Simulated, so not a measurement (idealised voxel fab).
The process module presented herein is designated voxel trench capacitor.
The width of the displayed cross-section, cut, is 230 nm; its cells are square, with a size of 5 nm.
Throughout this document, each cross-section is represented as a grid of square cells and is presented as a sequence of bands enumerated from the top downward, where a band comprises one or more rows of cells.
Heads up on the band format: heights come first, top then bottom, in nm. After that it's the materials left to right, each with its width in nm. A single material flagged "everywhere" fills the whole band edge to edge, and "empty" means there's empty space there.
Zero point of the height axis is 0; under it, received wafer = one material. Lowest band: continues down indefinitely, "from 0 down".
It should be noted that a width expressed as "30->40" varies in equal increments from row to row of cells within the band, taking the value of the first number at the top row and that of the second number at the bottom row.
When a step is marked "left unchanged", none of the cells in the cross-section changed during that step.
The entry titled "Closed voids list" provides the empty spaces that have no open way to the top, restricted to those of 8 cells or more. Each is presented as width x height at distance, the distance being measured from the left edge, with all three in nm.
Text after the settings on a step's line: the simulator's own remark on that step.
A step's line can hold "overlay nm"; with a mask on that step, the setting says how far right of the planned place the mask lay, while a negative setting says it lay to the left.

-- List of planned process steps
1: RECEIVE (material Si)
2: CONFORMAL_DEP (material SiN; thk nm 10)
3: PATTERN (tone open; mask id TRENCH; material resist; width nm 25; pitch nm 55; thk nm 15; overlay nm 0)
4: DIRECTIONAL_ETCH (etch materials SiN; depth nm 10)
5: DIRECTIONAL_ETCH (etch materials Si; depth nm 30)
6: STRIP (etch materials resist)
7: CONFORMAL_DEP (material Al2O3; thk nm 5)
8: FILL_DEP (material polySi; thk nm 10)
9: CMP (height nm 10)

-- Concerning the first of two wafers, which was run in accordance with the plan

-- Cross-section of the wafer as it came to us, i.e., already through step 1
  from 0 down: Si everywhere
  Closed voids list: none

-- You're looking at a cross-section of the wafer after step 2
  from 10 to 0: SiN everywhere
  Below a height of 0, the structure has not been altered.

-- You're looking at a cross-section of the wafer after step 3
  from 25 to 10: 45 of resist  25 of empty  30 of resist  25 of empty  30 of resist  25 of empty  50 of resist
  Below a height of 10, the structure has not been altered.

-- You're looking at a cross-section of the wafer after step 4
  from 25 to 10: 45 of resist  25 of empty  30 of resist  25 of empty  30 of resist  25 of empty  50 of resist
  from 10 to 0: 45 of SiN  25 of empty  30 of SiN  25 of empty  30 of SiN  25 of empty  50 of SiN
  Below a height of 0, the structure has not been altered.

-- You're looking at a cross-section of the wafer after step 5
  from 25 to 10: 45 of resist  25 of empty  30 of resist  25 of empty  30 of resist  25 of empty  50 of resist
  from 10 to 0: 45 of SiN  25 of empty  30 of SiN  25 of empty  30 of SiN  25 of empty  50 of SiN
  from 0 to -30: 45 of Si  25 of empty  30 of Si  25 of empty  30 of Si  25 of empty  50 of Si
  Below a height of -30, the structure has not been altered.

-- You're looking at a cross-section of the wafer after step 6
  from 10 to 0: 45 of SiN  25 of empty  30 of SiN  25 of empty  30 of SiN  25 of empty  50 of SiN
  Below a height of 0, the structure has not been altered.

-- You're looking at a cross-section of the wafer after step 7
  from 15 to 10: 50 of Al2O3  15 of empty  40 of Al2O3  15 of empty  40 of Al2O3  15 of empty  55 of Al2O3
  from 10 to 0: 45 of SiN  5 of Al2O3  15 of empty  5 of Al2O3  30 of SiN  5 of Al2O3  15 of empty  5 of Al2O3  30 of SiN  5 of Al2O3  15 of empty  5 of Al2O3  50 of SiN
  from 0 to -25: 45 of Si  5 of Al2O3  15 of empty  5 of Al2O3  30 of Si  5 of Al2O3  15 of empty  5 of Al2O3  30 of Si  5 of Al2O3  15 of empty  5 of Al2O3  50 of Si
  from -25 to -30: 45 of Si  25 of Al2O3  30 of Si  25 of Al2O3  30 of Si  25 of Al2O3  50 of Si
  Below a height of -30, the structure has not been altered.

-- You're looking at a cross-section of the wafer after step 8
  from 25 to 15: polySi everywhere
  from 15 to 10: 50 of Al2O3  15 of polySi  40 of Al2O3  15 of polySi  40 of Al2O3  15 of polySi  55 of Al2O3
  from 10 to 0: 45 of SiN  5 of Al2O3  15 of polySi  5 of Al2O3  30 of SiN  5 of Al2O3  15 of polySi  5 of Al2O3  30 of SiN  5 of Al2O3  15 of polySi  5 of Al2O3  50 of SiN
  from 0 to -25: 45 of Si  5 of Al2O3  15 of polySi  5 of Al2O3  30 of Si  5 of Al2O3  15 of polySi  5 of Al2O3  30 of Si  5 of Al2O3  15 of polySi  5 of Al2O3  50 of Si
  Below a height of -25, the structure has not been altered.

-- You're looking at a cross-section of the wafer after step 9
  from 10 to 0: 45 of SiN  5 of Al2O3  15 of polySi  5 of Al2O3  30 of SiN  5 of Al2O3  15 of polySi  5 of Al2O3  30 of SiN  5 of Al2O3  15 of polySi  5 of Al2O3  50 of SiN
  Below a height of 0, the structure has not been altered.

-- The second wafer: identical to the first at the outset and in its planned sequence, differing only in that one mistake was made during processing; up to and including step 2, its path is the first wafer's path

-- X-section, second wafer, when step 3 was due to finish
  from 25 to 10: 40 of resist  25 of empty  30 of resist  25 of empty  30 of resist  25 of empty  55 of resist
  Below a height of 10, the structure has not been altered.

-- X-section, second wafer, when step 4 was due to finish
  from 25 to 10: 40 of resist  25 of empty  30 of resist  25 of empty  30 of resist  25 of empty  55 of resist
  from 10 to 0: 40 of SiN  25 of empty  30 of SiN  25 of empty  30 of SiN  25 of empty  55 of SiN
  Below a height of 0, the structure has not been altered.

-- X-section, second wafer, when step 5 was due to finish
  from 25 to 10: 40 of resist  25 of empty  30 of resist  25 of empty  30 of resist  25 of empty  55 of resist
  from 10 to 0: 40 of SiN  25 of empty  30 of SiN  25 of empty  30 of SiN  25 of empty  55 of SiN
  from 0 to -30: 40 of Si  25 of empty  30 of Si  25 of empty  30 of Si  25 of empty  55 of Si
  Below a height of -30, the structure has not been altered.

-- X-section, second wafer, when step 6 was due to finish
  from 10 to 0: 40 of SiN  25 of empty  30 of SiN  25 of empty  30 of SiN  25 of empty  55 of SiN
  Below a height of 0, the structure has not been altered.

-- X-section, second wafer, when step 7 was due to finish
  from 15 to 10: 45 of Al2O3  15 of empty  40 of Al2O3  15 of empty  40 of Al2O3  15 of empty  60 of Al2O3
  from 10 to 0: 40 of SiN  5 of Al2O3  15 of empty  5 of Al2O3  30 of SiN  5 of Al2O3  15 of empty  5 of Al2O3  30 of SiN  5 of Al2O3  15 of empty  5 of Al2O3  55 of SiN
  from 0 to -25: 40 of Si  5 of Al2O3  15 of empty  5 of Al2O3  30 of Si  5 of Al2O3  15 of empty  5 of Al2O3  30 of Si  5 of Al2O3  15 of empty  5 of Al2O3  55 of Si
  from -25 to -30: 40 of Si  25 of Al2O3  30 of Si  25 of Al2O3  30 of Si  25 of Al2O3  55 of Si
  Below a height of -30, the structure has not been altered.

-- X-section, second wafer, when step 8 was due to finish
  from 25 to 15: polySi everywhere
  from 15 to 10: 45 of Al2O3  15 of polySi  40 of Al2O3  15 of polySi  40 of Al2O3  15 of polySi  60 of Al2O3
  from 10 to 0: 40 of SiN  5 of Al2O3  15 of polySi  5 of Al2O3  30 of SiN  5 of Al2O3  15 of polySi  5 of Al2O3  30 of SiN  5 of Al2O3  15 of polySi  5 of Al2O3  55 of SiN
  from 0 to -25: 40 of Si  5 of Al2O3  15 of polySi  5 of Al2O3  30 of Si  5 of Al2O3  15 of polySi  5 of Al2O3  30 of Si  5 of Al2O3  15 of polySi  5 of Al2O3  55 of Si
  Below a height of -25, the structure has not been altered.

-- X-section, second wafer, when step 9 was due to finish
  from 10 to 0: 40 of SiN  5 of Al2O3  15 of polySi  5 of Al2O3  30 of SiN  5 of Al2O3  15 of polySi  5 of Al2O3  30 of SiN  5 of Al2O3  15 of polySi  5 of Al2O3  55 of SiN
  Below a height of 0, the structure has not been altered.
Where did the run depart from the plan? for step 3, the planned setting was not used; the step was instead run as PATTERN (tone open; mask id TRENCH; material resist; width nm 25; pitch nm 55; thk nm 15; overlay nm -5)
Matching per-material cell counts, mismatched positions: that is how the second wafer compares with the first at the end.
